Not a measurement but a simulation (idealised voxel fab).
process module | voxel spacer lines
cross-section cut | 155 nm wide | cells 5 nm
A cross-section is a grid of square cells, given in bands from the top down. A band is one or more rows of cells.
Each band's line starts with the height of the band's top and of its bottom, in nm. Then come its materials from left to right, each with its width in nm. One material with "throughout" fills the band from edge to edge. "air" is empty space.
Height 0 is the level under which the wafer as received is all one material. The lowest band goes on downwards, as in "0 down".
A width such as "30 to 40" changes by the same amount from each row of cells to the next, from the band's top row to its bottom row.
"no change" after a step means that no cell of the cross-section changed.
closed voids: empty space of 8 cells or more with no open way to the top, each as width x height at its distance from the left edge, in nm
after a step's settings: what the simulator itself notes on the step
overlay nm, on a step with a mask: how far to the right of its planned place the mask lay; to the left if negative
plan
1 op RECEIVE | material Si
2 op CONFORMAL_DEP | material SiO2 | thk nm 10
3 op DIRECTIONAL_DEP | material polySi | thk nm 10
4 op DIRECTIONAL_DEP | material aC | thk nm 30
5 op PATTERN | tone cover | mask id MANDREL | material resist | width nm 20 | pitch nm 60 | thk nm 35 | overlay nm 0
6 op DIRECTIONAL_ETCH | etch materials aC | depth nm 30
7 op STRIP | etch materials resist
8 op CONFORMAL_DEP | material SiN | thk nm 10
9 op DIRECTIONAL_ETCH | etch materials SiN | depth nm 10
10 op STRIP | etch materials aC
11 op DIRECTIONAL_ETCH | etch materials polySi | depth nm 10
12 op STRIP | etch materials SiN
as received, after step 1
  0 down: Si throughout
  closed voids: none
first wafer at the end, as planned
  20 to 10: air 25 | polySi 10 | air 20 | polySi 10 | air 20 | polySi 10 | air 20 | polySi 10 | air 30
  10 to 0: SiO2 throughout
  0 down: Si throughout
  closed voids: none
second wafer at the end: like start, like plan, one mistake
  40 to 10: polySi throughout
  10 to 0: SiO2 throughout
  0 down: Si throughout
  closed voids: none
what went wrong: step 4 ran as: op DIRECTIONAL_DEP | material polySi | thk nm 30
at the end the second wafer has, in cells: 170 more of polySi
